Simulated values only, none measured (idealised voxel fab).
Proc. module: voxel air gaps
Cross-sectional view cut (width: 285 nm; square cell size: 5 nm).
Notation: cross-section as square-cell grid; stated in bands, top first, going down; one or more cell rows per band. This entry defines a band. It first specifies the height of the band's top and the height of its bottom in nm, and then specifies the band's materials from left to right, stating each material with its width in nm. The word "edge to edge" identifies a single material that fills the band from edge to edge, while the word "blank" identifies empty space. Ref level 0: as-received wafer is one material below here. Bottom band extends down with no lower bound ("0 nm and below"). With a width like "30 to 40", each row of cells in the band differs from the next by the same amount, the top row carrying the first number and the bottom row the second. "left unchanged" (step): cross-section cells unchanged, all of them. Entry "Sealed voids". Content: empty spaces with no open connection to the top, size 8 cells or greater. Each: width x height at distance. Distance: from left edge. Unit: nm. Formally, on a step line, whatever follows the settings is a remark that the simulator itself makes on the step. When a step includes a mask, the "overlay nm" setting on its line states how far to the right of its planned place that mask lay, and negative values state how far to the left.

[These are the steps we planned for the process]
1: RECEIVE [material Si]
2: CONFORMAL_DEP [material SiO2] [thk nm 10]
3: CONFORMAL_DEP [material SiN] [thk nm 5]
4: DIRECTIONAL_DEP [material SiO2] [thk nm 30]
5: DIRECTIONAL_DEP [material aC] [thk nm 15]
6: PATTERN [tone open] [mask id LINES] [material resist] [width nm 15] [pitch nm 50] [thk nm 30] [overlay nm 0]
7: DIRECTIONAL_ETCH [etch materials aC] [depth nm 15]
8: STRIP [etch materials resist]
9: DIRECTIONAL_ETCH [etch materials SiO2] [depth nm 30]
10: STRIP [etch materials aC]
11: CONFORMAL_DEP [material TiN] [thk nm 5]
12: FILL_DEP [material Cu] [thk nm 5]
13: CMP [height nm 45]
14: EPI [material Ru] [thk nm 10]
15: SELECTIVE_ETCH [etch materials SiO2] [depth nm 40]
16: CONFORMAL_DEP [material SiN] [thk nm 5]
It is noted that the wafers described herein are identical at the outset and are distinguished by the width nm of step 6; the value stated in the plan corresponds to the first wafer.

[As-received state after step 1, first of several wafers, cross-section]
* 0 nm and below = Si edge to edge
* Sealed voids: none

[First of several wafers, sectioned at end of module (last step: step 16)]
* 60 nm to 55 nm = 45 blank  45 SiN  5 blank  45 SiN  5 blank  45 SiN  5 blank  45 SiN  45 blank
* 55 nm to 45 nm = 45 blank  5 SiN  35 Ru  5 SiN  5 blank  5 SiN  35 Ru  5 SiN  5 blank  5 SiN  35 Ru  5 SiN  5 blank  5 SiN  35 Ru  5 SiN  45 blank
* 45 nm to 40 nm = 45 blank  15 SiN  5 TiN  5 Cu  5 TiN  15 SiN  5 blank  15 SiN  5 TiN  5 Cu  5 TiN  15 SiN  5 blank  15 SiN  5 TiN  5 Cu  5 TiN  15 SiN  5 blank  15 SiN  5 TiN  5 Cu  5 TiN  15 SiN  45 blank
* 40 nm to 20 nm = 55 blank  5 SiN  5 TiN  5 Cu  5 TiN  5 SiN  25 blank  5 SiN  5 TiN  5 Cu  5 TiN  5 SiN  25 blank  5 SiN  5 TiN  5 Cu  5 TiN  5 SiN  25 blank  5 SiN  5 TiN  5 Cu  5 TiN  5 SiN  55 blank
* 20 nm to 15 nm = 60 SiN  15 TiN  35 SiN  15 TiN  35 SiN  15 TiN  35 SiN  15 TiN  60 SiN
* 15 nm to 10 nm = SiN edge to edge
* 10 nm to 0 nm = SiO2 edge to edge
* 0 nm and below = Si edge to edge
* Sealed voids: none

[Cross-sectional view, end of module, last wafer of several]
* 60 nm to 55 nm = 35 blank  215 SiN  35 blank
* 55 nm to 45 nm = 35 blank  5 SiN  205 Ru  5 SiN  35 blank
* 45 nm to 40 nm = 35 blank  15 SiN  5 TiN  25 Cu  5 TiN  15 SiO2  5 TiN  25 Cu  5 TiN  15 SiO2  5 TiN  25 Cu  5 TiN  15 SiO2  5 TiN  25 Cu  5 TiN  15 SiN  35 blank
* 40 nm to 20 nm = 45 blank  5 SiN  5 TiN  25 Cu  5 TiN  15 SiO2  5 TiN  25 Cu  5 TiN  15 SiO2  5 TiN  25 Cu  5 TiN  15 SiO2  5 TiN  25 Cu  5 TiN  5 SiN  45 blank
* 20 nm to 15 nm = 50 SiN  35 TiN  15 SiO2  35 TiN  15 SiO2  35 TiN  15 SiO2  35 TiN  50 SiN
* 15 nm to 10 nm = SiN edge to edge
* 10 nm to 0 nm = SiO2 edge to edge
* 0 nm and below = Si edge to edge
* Sealed voids: none

[Each row below is a wafer at the end of the module, listing for every material the number of cells it has gained (+) or lost (-) since it was received, followed by its closed voids]
width nm 15; +20 Cu; +56 Ru; +210 SiN; +114 SiO2; +52 TiN; Sealed voids: none
width nm 20; +40 Cu; +64 Ru; +210 SiN; +114 SiO2; +56 TiN; Sealed voids: 20 x 20 at 85; 20 x 20 at 135; 20 x 20 at 185
width nm 25; +60 Cu; +72 Ru; +198 SiN; +114 SiO2; +60 TiN; Sealed voids: 15 x 20 at 85; 15 x 20 at 135; 15 x 20 at 185
width nm 30; +80 Cu; +80 Ru; +138 SiN; +186 SiO2; +64 TiN; Sealed voids: none
width nm 35; +100 Cu; +82 Ru; +138 SiN; +168 SiO2; +68 TiN; Sealed voids: none
